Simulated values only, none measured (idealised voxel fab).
process module | voxel self aligned vias
cross-section cut | 255 nm wide | cells 5 nm
A cross-section is a grid of square cells, given in bands from the top down. A band is one or more rows of cells.
Each band's line starts with the height of the band's top and of its bottom, in nm. Then come its materials from left to right, each with its width in nm. One material with "throughout" fills the band from edge to edge. "air" is empty space.
Height 0 is the level under which the wafer as received is all one material. The lowest band goes on downwards, as in "0 down".
A width such as "30 to 40" changes by the same amount from each row of cells to the next, from the band's top row to its bottom row.
"no change" after a step means that no cell of the cross-section changed.
closed voids: empty space of 8 cells or more with no open way to the top, each as width x height at its distance from the left edge, in nm
after a step's settings: what the simulator itself notes on the step
overlay nm, on a step with a mask: how far to the right of its planned place the mask lay; to the left if negative
plan
1 op RECEIVE | material Si
2 op CONFORMAL_DEP | material SiO2 | thk nm 10
3 op CONFORMAL_DEP | material SiCN | thk nm 5
4 op DIRECTIONAL_DEP | material SiO2 | thk nm 25
5 op DIRECTIONAL_DEP | material aC | thk nm 15
6 op PATTERN | tone open | mask id LINES | material resist | width nm 25 | pitch nm 75 | thk nm 30 | overlay nm 0
7 op DIRECTIONAL_ETCH | etch materials aC | depth nm 15
8 op STRIP | etch materials resist
9 op DIRECTIONAL_ETCH | etch materials SiO2 | depth nm 25
10 op STRIP | etch materials aC
11 op CONFORMAL_DEP | material TiN | thk nm 5
12 op FILL_DEP | material Ru | thk nm 5
13 op CMP | height nm 40
14 op SELECTIVE_ETCH | etch materials W Ru TiN | depth nm 10
15 op FILL_DEP | material SiN | thk nm 5
16 op CMP | height nm 40
17 op DIRECTIONAL_DEP | material SiO2 | thk nm 15
18 op PATTERN | tone open | mask id VIAS | material resist | width nm 45 | pitch nm 150 | thk nm 15 | overlay nm -15
19 op DIRECTIONAL_ETCH | etch materials SiO2 | depth nm 15
20 op DIRECTIONAL_ETCH | etch materials SiN | depth nm 10
21 op STRIP | etch materials resist
22 op CONFORMAL_DEP | material TiN | thk nm 5
23 op FILL_DEP | material Cu | thk nm 10
24 op CMP | height nm 55
25 op CONFORMAL_DEP | material SiN | thk nm 5
varied across the wafers: overlay nm of step 18. The plan shows the first wafer's value. All wafers start alike
first wafer as received, after step 1
  0 down: Si throughout
  closed voids: none
each wafer at the end: cells of each material gained (+) or lost (-) since it was received, then its closed voids
overlay nm -15 | +36 Cu | +18 Ru | +51 SiCN | +65 SiN | +381 SiO2 | +61 TiN | closed voids: none
overlay nm -10 | +40 Cu | +18 Ru | +51 SiCN | +61 SiN | +381 SiO2 | +61 TiN | closed voids: none
overlay nm -5 | +40 Cu | +18 Ru | +51 SiCN | +61 SiN | +381 SiO2 | +61 TiN | closed voids: none
overlay nm 0 | +40 Cu | +18 Ru | +51 SiCN | +61 SiN | +381 SiO2 | +61 TiN | closed voids: none
overlay nm 5 | +40 Cu | +18 Ru | +51 SiCN | +61 SiN | +381 SiO2 | +61 TiN | closed voids: none
overlay nm 10 | +40 Cu | +18 Ru | +51 SiCN | +61 SiN | +381 SiO2 | +61 TiN | closed voids: none
overlay nm 15 | +36 Cu | +18 Ru | +51 SiCN | +65 SiN | +381 SiO2 | +61 TiN | closed voids: none
